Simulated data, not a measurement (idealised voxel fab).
Module name: voxel transistor to metal (process module)
Cross-sectional view cut (width: 275 nm; square cell size: 5 nm).
Cross-section = grid of square cells, listed top down in bands; band = one or more rows.
Band entry format. Leading values: height of top, height of bottom, nm. Remainder: materials in left-to-right order, each with its width in nm. Special words: "edge to edge" on a single material, which then fills the band edge to edge; "air", empty space.
Below 0: as-received wafer, all one material; heights counted from there. Lowest band: no bottom, goes on down, written "top 0, no bottom".
The notation "30..40" denotes a width that varies across the rows of cells in the band, beginning at the first number in the top row, finishing at the second number in the bottom row, and changing by an identical amount from each row to the next.
A step reported as "stayed the same" is a step in which no cell of the cross-section changed.
"Catalogued sealed voids" means: voids of 8 cells or more that are shut off from the top with no open way through. Written width x height at distance, distance from the left edge, in nm.
Text after the settings on a step's line: the simulator's own remark on that step.
"overlay nm" on a masked step: distance the mask lay right of its planned place, negative for left.

The steps planned for the process are as follows
1) RECEIVE: material Si
2) OXIDIZE: depth nm 5
3) CONFORMAL_DEP: material SiN, thk nm 15
4) MASKED_ETCH: tone cover, mask id ACTIVE, width nm 105, pitch nm 125, etch materials SiN, depth nm 15, overlay nm 0
5) MASKED_ETCH: tone cover, mask id ACTIVE, width nm 105, pitch nm 125, etch materials SiO2, depth nm 5, overlay nm 0
6) MASKED_ETCH: tone cover, mask id ACTIVE, width nm 105, pitch nm 125, etch materials Si, depth nm 20, overlay nm -5
7) FILL_DEP: material SiO2, thk nm 10
8) CMP: height nm 15
9) SELECTIVE_ETCH: etch materials SiO2, depth nm 5
10) STRIP: etch materials SiN
11) SELECTIVE_ETCH: etch materials SiO2, depth nm 5
12) OXIDIZE: depth nm 5
13) DIRECTIONAL_DEP: material polySi, thk nm 20
14) DIRECTIONAL_DEP: material SiCN, thk nm 15
15) DIRECTIONAL_DEP: material aC, thk nm 10
16) PATTERN: tone cover, mask id GATE, material resist, width nm 25, pitch nm 125, thk nm 30, overlay nm 0
17) DIRECTIONAL_ETCH: etch materials aC, depth nm 10
18) STRIP: etch materials resist
19) DIRECTIONAL_ETCH: etch materials SiCN, depth nm 25
20) DIRECTIONAL_ETCH: etch materials polySi, depth nm 30
21) STRIP: etch materials aC
22) CONFORMAL_DEP: material SiN, thk nm 10
23) DIRECTIONAL_ETCH: etch materials SiN, depth nm 10
24) DIRECTIONAL_ETCH: etch materials SiO2, depth nm 5
25) DIRECTIONAL_ETCH: etch materials Si, depth nm 10
26) EPI: material nSi, thk nm 10
27) FILL_DEP: material SiO2, thk nm 5
28) CMP: height nm 15
29) STRIP: etch materials polySi
30) SELECTIVE_ETCH: etch materials SiO2, depth nm 5
31) CONFORMAL_DEP: material HfO2, thk nm 5
32) CONFORMAL_DEP: material TiN, thk nm 5
33) FILL_DEP: material W, thk nm 5
34) CMP: height nm 10
35) DIRECTIONAL_DEP: material SiO2, thk nm 15
36) DIRECTIONAL_DEP: material aC, thk nm 15
37) PATTERN: tone open, mask id CONTACT, material resist, width nm 20, thk nm 30, overlay nm 0
38) DIRECTIONAL_ETCH: etch materials aC, depth nm 15
39) STRIP: etch materials resist
40) DIRECTIONAL_ETCH: etch materials SiO2, depth nm 35
41) STRIP: etch materials aC
42) CONFORMAL_DEP: material TiN, thk nm 5
43) FILL_DEP: material W, thk nm 10
44) CMP: height nm 25
45) DIRECTIONAL_DEP: material TiN, thk nm 5
46) DIRECTIONAL_DEP: material Ru, thk nm 15
47) PATTERN: tone cover, mask id METAL_1, material resist, width nm 20, thk nm 15, overlay nm 0
48) DIRECTIONAL_ETCH: etch materials Ru, depth nm 15
49) DIRECTIONAL_ETCH: etch materials TiN, depth nm 5
50) STRIP: etch materials resist
51) FILL_DEP: material SiO2, thk nm 5
52) CMP: height nm 45
53) CONFORMAL_DEP: material SiCN, thk nm 5
Same starting wafers, different overlay nm at step 6. Plan value belongs to the first wafer.

Cross-sectional view of the first of several wafers in the as-received condition, corresponding to the state following step 1
top 0, no bottom  Si edge to edge
Catalogued sealed voids: none

Post step 53, the closing step of the module: first of several wafers, cross-sectioned
top 50, bottom 45  SiCN edge to edge
top 45, bottom 30  25 SiO2, 20 Ru, 55 SiO2, 20 Ru, 30 SiO2, 20 Ru, 55 SiO2, 20 Ru, 30 SiO2
top 30, bottom 25  25 SiO2, 20 TiN, 55 SiO2, 20 TiN, 30 SiO2, 20 TiN, 55 SiO2, 20 TiN, 30 SiO2
top 25, bottom 10  25 SiO2, 5 TiN, 10 W, 5 TiN, 55 SiO2, 5 TiN, 10 W, 5 TiN, 30 SiO2, 5 TiN, 10 W, 5 TiN, 55 SiO2, 5 TiN, 10 W, 5 TiN, 30 SiO2
top 10, bottom 5  25 SiO2, 5 TiN, 10 W, 5 TiN, 5 SiO2, 10 SiN, 5 HfO2, 5 TiN, 5 W, 5 TiN, 5 HfO2, 10 SiN, 5 SiO2, 5 TiN, 10 W, 5 TiN, 30 SiO2, 5 TiN, 10 W, 5 TiN, 5 SiO2, 10 SiN, 5 HfO2, 5 TiN, 5 W, 5 TiN, 5 HfO2, 10 SiN, 5 SiO2, 5 TiN, 10 W, 5 TiN, 30 SiO2
top 5, bottom 0  15 SiO2, 10 SiN, 20 TiN, 5 SiO2, 10 SiN, 5 HfO2, 5 TiN, 5 W, 5 TiN, 5 HfO2, 10 SiN, 5 SiO2, 20 TiN, 10 SiN, 10 SiO2, 10 SiN, 20 TiN, 5 SiO2, 10 SiN, 5 HfO2, 5 TiN, 5 W, 5 TiN, 5 HfO2, 10 SiN, 5 SiO2, 20 TiN, 10 SiN, 20 SiO2
top 0, bottom -5  15 SiO2, 10 SiN, 10 nSi, 5 TiN, 10 nSi, 10 SiN, 5 HfO2, 15 TiN, 5 HfO2, 10 SiN, 10 nSi, 5 TiN, 10 nSi, 10 SiN, 10 SiO2, 10 SiN, 10 nSi, 5 TiN, 10 nSi, 10 SiN, 5 HfO2, 15 TiN, 5 HfO2, 10 SiN, 10 nSi, 5 TiN, 10 nSi, 10 SiN, 20 SiO2
top -5, bottom -10  25 SiO2, 10 nSi, 5 TiN, 10 nSi, 5 SiO2, 35 HfO2, 5 SiO2, 10 nSi, 5 TiN, 10 nSi, 30 SiO2, 10 nSi, 5 TiN, 10 nSi, 5 SiO2, 35 HfO2, 5 SiO2, 10 nSi, 5 TiN, 10 nSi, 30 SiO2
top -10, bottom -20  15 SiO2, 10 Si, 25 nSi, 45 Si, 25 nSi, 5 Si, 15 SiO2, 10 Si, 25 nSi, 45 Si, 25 nSi, 5 Si, 25 SiO2
top -20, bottom -25  15 SiO2, 110 Si, 15 SiO2, 110 Si, 25 SiO2
top -25, no bottom  Si edge to edge
Catalogued sealed voids: none

Cross-section of the final wafer among several, taken at the end of the module
top 50, bottom 45  SiCN edge to edge
top 45, bottom 30  25 SiO2, 20 Ru, 55 SiO2, 20 Ru, 30 SiO2, 20 Ru, 55 SiO2, 20 Ru, 30 SiO2
top 30, bottom 25  25 SiO2, 20 TiN, 55 SiO2, 20 TiN, 30 SiO2, 20 TiN, 55 SiO2, 20 TiN, 30 SiO2
top 25, bottom 10  25 SiO2, 5 TiN, 10 W, 5 TiN, 55 SiO2, 5 TiN, 10 W, 5 TiN, 30 SiO2, 5 TiN, 10 W, 5 TiN, 55 SiO2, 5 TiN, 10 W, 5 TiN, 30 SiO2
top 10, bottom 5  25 SiO2, 5 TiN, 10 W, 5 TiN, 5 SiO2, 10 SiN, 5 HfO2, 5 TiN, 5 W, 5 TiN, 5 HfO2, 10 SiN, 5 SiO2, 5 TiN, 10 W, 5 TiN, 30 SiO2, 5 TiN, 10 W, 5 TiN, 5 SiO2, 10 SiN, 5 HfO2, 5 TiN, 5 W, 5 TiN, 5 HfO2, 10 SiN, 5 SiO2, 5 TiN, 10 W, 5 TiN, 30 SiO2
top 5, bottom 0  15 SiO2, 10 SiN, 20 TiN, 5 SiO2, 10 SiN, 5 HfO2, 5 TiN, 5 W, 5 TiN, 5 HfO2, 10 SiN, 5 SiO2, 20 TiN, 10 SiN, 10 SiO2, 10 SiN, 20 TiN, 5 SiO2, 10 SiN, 5 HfO2, 5 TiN, 5 W, 5 TiN, 5 HfO2, 10 SiN, 5 SiO2, 20 TiN, 10 SiN, 20 SiO2
top 0, bottom -5  15 SiO2, 10 SiN, 10 nSi, 5 TiN, 10 nSi, 10 SiN, 5 HfO2, 15 TiN, 5 HfO2, 10 SiN, 10 nSi, 5 TiN, 10 nSi, 10 SiN, 10 SiO2, 10 SiN, 10 nSi, 5 TiN, 10 nSi, 10 SiN, 5 HfO2, 15 TiN, 5 HfO2, 10 SiN, 10 nSi, 5 TiN, 10 nSi, 10 SiN, 20 SiO2
top -5, bottom -10  25 SiO2, 10 nSi, 5 TiN, 10 nSi, 5 SiO2, 35 HfO2, 5 SiO2, 10 nSi, 5 TiN, 10 nSi, 30 SiO2, 10 nSi, 5 TiN, 10 nSi, 5 SiO2, 35 HfO2, 5 SiO2, 10 nSi, 5 TiN, 10 nSi, 30 SiO2
top -10, bottom -20  20 SiO2, 5 Si, 25 nSi, 45 Si, 25 nSi, 15 Si, 10 SiO2, 5 Si, 25 nSi, 45 Si, 25 nSi, 15 Si, 15 SiO2
top -20, bottom -25  20 SiO2, 115 Si, 10 SiO2, 115 Si, 15 SiO2
top -25, no bottom  Si edge to edge
Catalogued sealed voids: none

The following table contains a row per wafer, in which are reported, at the conclusion of the module, the cells of each material gained (+) or lost (-) since the wafer's receipt, with its closed voids given thereafter
overlay nm -5, +26 HfO2, +48 Ru, -183 Si, +55 SiCN, +40 SiN, +370 SiO2, +86 TiN, +36 W, +72 nSi, Catalogued sealed voids: none
overlay nm 0, +26 HfO2, +48 Ru, -189 Si, +55 SiCN, +40 SiN, +376 SiO2, +86 TiN, +36 W, +72 nSi, Catalogued sealed voids: none
overlay nm 5, +26 HfO2, +48 Ru, -183 Si, +55 SiCN, +40 SiN, +370 SiO2, +86 TiN, +36 W, +72 nSi, Catalogued sealed voids: none
overlay nm 10, +26 HfO2, +48 Ru, -177 Si, +55 SiCN, +40 SiN, +364 SiO2, +86 TiN, +36 W, +72 nSi, Catalogued sealed voids: none
